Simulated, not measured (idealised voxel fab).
Process module heading - voxel plated lines
235 nm wide, 5 nm square cells: that's cross-section cut.
Cross-section spec: square-cell grid; bands listed top down; each band is one or more rows.
Basically the band line says how high the top is and how high the bottom is, in nm, and then what's in it from left to right, every material with its width in nm. Empty space shows up as "air", and if a single material carries "full width" it runs the full band edge to edge.
Beneath 0, the wafer as received is one material, and that level is where height counting begins. The lowest band goes on downward without a bottom; it is written like "0 nm and below".
With a width like "30 to 40", each row of cells in the band differs from the next by the same amount, the top row carrying the first number and the bottom row the second.
The cross-section has no changed cell in any step marked "nothing was modified".
So "Closed voids list" is basically the list of trapped voids: any empty space of 8 cells or more that can't reach the top through an opening. They're written width x height at distance, the distance being from the left edge, and it's all nm.
Text after the settings on a step's line: the simulator's own remark on that step.
The line of a step may include "overlay nm". On a step with a mask, this value is how far to the right of its planned place the mask lay. A negative value means the mask lay to the left.

[Steps planned for the process]
1 op RECEIVE | material Si
2 op CONFORMAL_DEP | material SiO2 | thk nm 15
3 op DIRECTIONAL_DEP | material TiN | thk nm 5
4 op PATTERN | tone open | mask id LINES | material resist | width nm 15 | pitch nm 35 | thk nm 35 | overlay nm 0
5 op EPI | material Ru | thk nm 5
6 op EPI | material Ru | thk nm 10
7 op EPI | material Ru | thk nm 5
8 op STRIP | etch materials resist
9 op DIRECTIONAL_ETCH | etch materials TiN | depth nm 5
10 op CONFORMAL_DEP | material SiN | thk nm 5

[The first of two wafers, run as planned]

[Cross-section of the wafer at receipt, which is the condition after step 1]
  0 nm and below  Si full width
  Closed voids list: none

[Cross-sectional representation of the wafer at the conclusion of step 2]
  15 nm to 0 nm  SiO2 full width
  Nothing below the height 0 has changed.

[Cross-sectional representation of the wafer at the conclusion of step 3]
  20 nm to 15 nm  TiN full width
  Nothing below the height 15 has changed.

[Cross-sectional representation of the wafer at the conclusion of step 4]
  55 nm to 20 nm  resist: 90, then air: 15, then resist: 20, then air: 15, then resist: 95
  Nothing below the height 20 has changed.

[Cross-sectional representation of the wafer at the conclusion of step 5]
  55 nm to 25 nm  resist: 90, then air: 15, then resist: 20, then air: 15, then resist: 95
  25 nm to 20 nm  resist: 90, then Ru: 15, then resist: 20, then Ru: 15, then resist: 95
  Nothing below the height 20 has changed.

[Cross-sectional representation of the wafer at the conclusion of step 6]
  55 nm to 35 nm  resist: 90, then air: 15, then resist: 20, then air: 15, then resist: 95
  35 nm to 20 nm  resist: 90, then Ru: 15, then resist: 20, then Ru: 15, then resist: 95
  Nothing below the height 20 has changed.

[Cross-sectional representation of the wafer at the conclusion of step 7]
  55 nm to 40 nm  resist: 90, then air: 15, then resist: 20, then air: 15, then resist: 95
  40 nm to 20 nm  resist: 90, then Ru: 15, then resist: 20, then Ru: 15, then resist: 95
  Nothing below the height 20 has changed.

[Cross-sectional representation of the wafer at the conclusion of step 8]
  40 nm to 20 nm  air: 90, then Ru: 15, then air: 20, then Ru: 15, then air: 95
  Nothing below the height 20 has changed.

[Cross-sectional representation of the wafer at the conclusion of step 9]
  40 nm to 20 nm  air: 90, then Ru: 15, then air: 20, then Ru: 15, then air: 95
  20 nm to 15 nm  air: 90, then TiN: 15, then air: 20, then TiN: 15, then air: 95
  Nothing below the height 15 has changed.

[Cross-sectional representation of the wafer at the conclusion of step 10]
  45 nm to 40 nm  air: 85, then SiN: 25, then air: 10, then SiN: 25, then air: 90
  40 nm to 20 nm  air: 85, then SiN: 5, then Ru: 15, then SiN: 5, then air: 10, then SiN: 5, then Ru: 15, then SiN: 5, then air: 90
  20 nm to 15 nm  SiN: 90, then TiN: 15, then SiN: 20, then TiN: 15, then SiN: 95
  Nothing below the height 15 has changed.

[Notes, second wafer: start = first wafer's, plan = first wafer's, execution had one mistake; history identical to first through step 3]

[Cross-sectional view of the second wafer at the intended end time of process step 4]
  55 nm to 20 nm  resist: 90, then air: 20, then resist: 15, then air: 20, then resist: 90
  Nothing below the height 20 has changed.

[Cross-sectional view of the second wafer at the intended end time of process step 5]
  55 nm to 25 nm  resist: 90, then air: 20, then resist: 15, then air: 20, then resist: 90
  25 nm to 20 nm  resist: 90, then Ru: 20, then resist: 15, then Ru: 20, then resist: 90
  Nothing below the height 20 has changed.

[Cross-sectional view of the second wafer at the intended end time of process step 6]
  55 nm to 35 nm  resist: 90, then air: 20, then resist: 15, then air: 20, then resist: 90
  35 nm to 20 nm  resist: 90, then Ru: 20, then resist: 15, then Ru: 20, then resist: 90
  Nothing below the height 20 has changed.

[Cross-sectional view of the second wafer at the intended end time of process step 7]
  55 nm to 40 nm  resist: 90, then air: 20, then resist: 15, then air: 20, then resist: 90
  40 nm to 20 nm  resist: 90, then Ru: 20, then resist: 15, then Ru: 20, then resist: 90
  Nothing below the height 20 has changed.

[Cross-sectional view of the second wafer at the intended end time of process step 8]
  40 nm to 20 nm  air: 90, then Ru: 20, then air: 15, then Ru: 20, then air: 90
  Nothing below the height 20 has changed.

[Cross-sectional view of the second wafer at the intended end time of process step 9]
  40 nm to 20 nm  air: 90, then Ru: 20, then air: 15, then Ru: 20, then air: 90
  20 nm to 15 nm  air: 90, then TiN: 20, then air: 15, then TiN: 20, then air: 90
  Nothing below the height 15 has changed.

[Cross-sectional view of the second wafer at the intended end time of process step 10]
  45 nm to 40 nm  air: 85, then SiN: 30, then air: 5, then SiN: 30, then air: 85
  40 nm to 20 nm  air: 85, then SiN: 5, then Ru: 20, then SiN: 5, then air: 5, then SiN: 5, then Ru: 20, then SiN: 5, then air: 85
  20 nm to 15 nm  SiN: 90, then TiN: 20, then SiN: 15, then TiN: 20, then SiN: 90
  Nothing below the height 15 has changed.
Processing error: step 4 deviated from plan and actually ran as op PATTERN | tone open | mask id LINES | material resist | width nm 20 | pitch nm 35 | thk nm 35 | overlay nm 0
End check, counted in cells, second wafer has more or fewer of these materials than the first: Ru: 8 more, TiN: 2 more
